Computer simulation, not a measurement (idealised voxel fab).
The document below concerns the process module designated voxel plated lines.
Square cells of 5 nm make up the cross-section cut, whose width is 300 nm.
How to read a cross-section here: the picture is a grid of square cells, written as bands going from the top down, and any band can span one or more rows of cells. This entry defines a band. It first specifies the height of the band's top and the height of its bottom in nm, and then specifies the band's materials from left to right, stating each material with its width in nm. The word "full width" identifies a single material that fills the band from edge to edge, while the word "blank" identifies empty space. Height is counted from the level 0, under which the received wafer is composed throughout of one material. The lowest of the bands is not closed at the bottom but continues downward, in the notation "z 0 and below". Per-row width for "30..40": begins at first number (top row of band), ends at second number (bottom row), increment between rows held constant. "no modifications" for a step: no cell of the cross-section changed in that step. Listed in "Catalogued sealed voids": every empty space of 8 or more cells without an open way to the top. Form: width x height at distance, the distance being from the left edge, all in nm. If you see something after the settings on a step's line, that's the simulator's own remark about that step. If you see "overlay nm" on a step's line and that step has a mask, it's telling you how far right of where it was planned the mask ended up; a negative number means it went left instead.
### Steps in the process plan
| 1 | RECEIVE: material Si |
| 2 | CONFORMAL_DEP: material Al2O3, thk nm 15 |
| 3 | DIRECTIONAL_DEP: material TiN, thk nm 5 |
| 4 | PATTERN: tone open, mask id LINES, material resist, width nm 25, pitch nm 55, thk nm 35, overlay nm 0 |
| 5 | EPI: material Ru, thk nm 5 |
| 6 | EPI: material Ru, thk nm 5 |
| 7 | EPI: material Ru, thk nm 5 |
| 8 | STRIP: etch materials resist |
| 9 | DIRECTIONAL_ETCH: etch materials TiN, depth nm 5 |
| 10 | CONFORMAL_DEP: material SiN, thk nm 10 |
### Wafer at receipt (post step 1), cross-section
	z 0 and below = Si full width
	Catalogued sealed voids: none
### a wafer at the end: this start, this plan, one mistake
	z 45 to 35 = blank 95 nm; SiN 45 nm; blank 10 nm; SiN 45 nm; blank 105 nm
	z 35 to 25 = blank 95 nm; SiN 10 nm; Ru 25 nm; SiN 10 nm; blank 10 nm; SiN 10 nm; Ru 25 nm; SiN 10 nm; blank 105 nm
	z 25 to 20 = SiN 105 nm; Ru 25 nm; SiN 30 nm; Ru 25 nm; SiN 115 nm
	z 20 to 15 = SiN 105 nm; TiN 25 nm; SiN 30 nm; TiN 25 nm; SiN 115 nm
	z 15 to 0 = Al2O3 full width
	z 0 and below = Si full width
	Catalogued sealed voids: none
What went wrong in running the wafer? step 4, actual vs plan mismatch, actual run PATTERN: tone open, mask id LINES, material resist, width nm 25, pitch nm 55, thk nm 35, overlay nm -5
